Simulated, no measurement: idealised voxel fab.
This is a process module. Its name is voxel tone inversion.
Cross-sectional view cut (width: 180 nm; square cell size: 5 nm).
Reading order for cross-sections: top band down to bottom band. Underlying form: a grid of square cells. Band size: one or more rows of cells.
For a band, the entry starts with two heights in nm, that of the top and then that of the bottom, and carries on with the band's materials in order from left to right, each alongside its width in nm; the word "all across" beside a single material means it fills the band edge to edge, and "blank" means empty space.
Counting heights begins at 0, where everything beneath is, in the wafer as received, one material. The lowest band has no bottom; it goes on downwards, as "0 -> down" shows.
The expression "30->40" gives the width at the extremes of the band, the first number at its top row of cells and the second at its bottom row, with the width changing by equal amounts from each row to the next in between.
Step note "nothing changed" = no cross-section cell changed.
"Closed void table" - sealed voids, min. 8 cells, no opening to top; format: width x height at distance (distance from left edge; nm throughout).
after a step's settings: what the simulator itself notes on the step
The line of a step may include "overlay nm". On a step with a mask, this value is how far to the right of its planned place the mask lay. A negative value means the mask lay to the left.
The process steps that were planned are listed below
1,RECEIVE, material Si
2,CONFORMAL_DEP, material SiN, thk nm 5
3,DIRECTIONAL_DEP, material aC, thk nm 15
4,PATTERN, tone cover, mask id POSTS, material resist, width nm 15, pitch nm 40, thk nm 20, overlay nm 0
5,DIRECTIONAL_ETCH, etch materials aC, depth nm 15
6,STRIP, etch materials resist
7,FILL_DEP, material SiO2, thk nm 5
8,CMP, height nm 20
9,STRIP, etch materials aC
Wafer, first of two, run as planned
Cross-section: wafer on arrival = after step 1
  0 -> down = Si all across
  Closed void table: none
Cross-section through the wafer, step 2 finished
  5 -> 0 = SiN all across
  Rest of section, below 0: as before.
Cross-section through the wafer, step 3 finished
  20 -> 5 = aC all across
  Rest of section, below 5: as before.
Cross-section through the wafer, step 4 finished
  40 -> 20 = 40 of blank | 15 of resist | 25 of blank | 15 of resist | 25 of blank | 15 of resist | 45 of blank
  Rest of section, below 20: as before.
Cross-section through the wafer, step 5 finished
  25 -> 20 = 40 of blank | 15 of resist | 25 of blank | 15 of resist | 25 of blank | 15 of resist | 45 of blank
  20 -> 5 = 40 of blank | 15 of aC | 25 of blank | 15 of aC | 25 of blank | 15 of aC | 45 of blank
  Rest of section, below 5: as before.
Cross-section through the wafer, step 6 finished
  20 -> 5 = 40 of blank | 15 of aC | 25 of blank | 15 of aC | 25 of blank | 15 of aC | 45 of blank
  Rest of section, below 5: as before.
Cross-section through the wafer, step 7 finished
  25 -> 20 = SiO2 all across
  20 -> 5 = 40 of SiO2 | 15 of aC | 25 of SiO2 | 15 of aC | 25 of SiO2 | 15 of aC | 45 of SiO2
  Rest of section, below 5: as before.
Cross-section through the wafer, step 8 finished
  20 -> 5 = 40 of SiO2 | 15 of aC | 25 of SiO2 | 15 of aC | 25 of SiO2 | 15 of aC | 45 of SiO2
  Rest of section, below 5: as before.
Cross-section through the wafer, step 9 finished
  20 -> 5 = 40 of SiO2 | 15 of blank | 25 of SiO2 | 15 of blank | 25 of SiO2 | 15 of blank | 45 of SiO2
  Rest of section, below 5: as before.
What follows concerns the second wafer, which started out like the first and was meant to follow the very same plan; one mistake crept in when it was run, but everything up to and including step 7 is the same as for the first wafer
Second wafer, section view, time point: scheduled end of step 8
  10 -> 5 = 40 of SiO2 | 15 of aC | 25 of SiO2 | 15 of aC | 25 of SiO2 | 15 of aC | 45 of SiO2
  Rest of section, below 5: as before.
Second wafer, section view, time point: scheduled end of step 9
  10 -> 5 = 40 of SiO2 | 15 of blank | 25 of SiO2 | 15 of blank | 25 of SiO2 | 15 of blank | 45 of SiO2
  Rest of section, below 5: as before.
Diagnosis: off-plan run, step 8, actual operation and settings CMP, height nm 10
Final cells, second wafer relative to first, materials higher or lower: -54 SiO2
